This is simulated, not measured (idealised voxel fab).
Documented hereafter: the process module known as voxel gate over fins.
Cross-section cut: width 300 nm, square cells of 5 nm.
Cross-section = grid of square cells, listed top down in bands; band = one or more rows. A band entry consists of two parts. The first gives the height of the band's top and the height of its bottom, in nm. The rest lists the band's materials from left to right, each with its width in nm. A single material labelled with the word "throughout" fills the band from edge to edge, and the word "blank" marks empty space. The level at which height equals 0 is the one under which the wafer, as it arrives, is entirely one material. No lower edge exists for the bottom band, which continues downward and is notated as in "0 and below". Note: "30->40" means the width goes from the first number (top row of the band) to the second number (bottom row) in equal steps per row of cells. When a step is marked "no modification", none of the cells in the cross-section changed during that step. Basically, "Unvented cavities" tells you about the enclosed voids: empty spaces with no open way to the top, 8 cells or bigger, each written width x height at distance, where distance is from the left edge, all in nm. The remark found on a step's line after its settings is issued by the simulator itself and pertains to that step. A step line may carry the setting "overlay nm", which, for steps involving a mask, states the distance by which the mask lay to the right of its intended position; negative values denote displacement to the left.
## Process steps - plan
1) RECEIVE,material Si
2) CONFORMAL_DEP,material SiN,thk nm 5
3) MASKED_ETCH,tone cover,mask id FINS,width nm 15,pitch nm 40,etch materials SiN,depth nm 5,overlay nm 0
4) MASKED_ETCH,tone cover,mask id FINS,width nm 15,pitch nm 40,etch materials Si,depth nm 40,overlay nm 0
5) OXIDIZE,depth nm 5
6) FILL_DEP,material SiO2,thk nm 15
7) CMP,height nm 5
8) SELECTIVE_ETCH,etch materials SiO2,depth nm 20
9) STRIP,etch materials SiN
10) CONFORMAL_DEP,material HfO2,thk nm 5
11) CONFORMAL_DEP,material TiN,thk nm 5
12) FILL_DEP,material W,thk nm 15
13) CMP,height nm 20
14) CONFORMAL_DEP,material SiN,thk nm 5
## As-received wafer cross-section (after step 1)
> 0 and below = Si throughout
> Unvented cavities: none
## Same starting wafer, same plan as above, one mistake in the execution; this is the cross-section at the end of the module
> 25 down to 20 = SiN throughout
> 20 down to 5 = W throughout
> 5 down to 0 = 95 nm W | 25 nm TiN | 15 nm W | 25 nm TiN | 15 nm W | 25 nm TiN | 100 nm W
> 0 down to -5 = 95 nm W | 5 nm TiN | 15 nm HfO2 | 5 nm TiN | 15 nm W | 5 nm TiN | 15 nm HfO2 | 5 nm TiN | 15 nm W | 5 nm TiN | 15 nm HfO2 | 5 nm TiN | 100 nm W
> -5 down to -10 = 100 nm TiN | 5 nm HfO2 | 5 nm Si | 5 nm HfO2 | 25 nm TiN | 5 nm HfO2 | 5 nm Si | 5 nm HfO2 | 25 nm TiN | 5 nm HfO2 | 5 nm Si | 5 nm HfO2 | 105 nm TiN
> -10 down to -15 = 105 nm HfO2 | 5 nm Si | 35 nm HfO2 | 5 nm Si | 35 nm HfO2 | 5 nm Si | 110 nm HfO2
> -15 down to -45 = 105 nm SiO2 | 5 nm Si | 35 nm SiO2 | 5 nm Si | 35 nm SiO2 | 5 nm Si | 110 nm SiO2
> -45 and below = Si throughout
> Unvented cavities: none
Deviation noted in wafer processing: not run: step 2 of the plan (skipped)
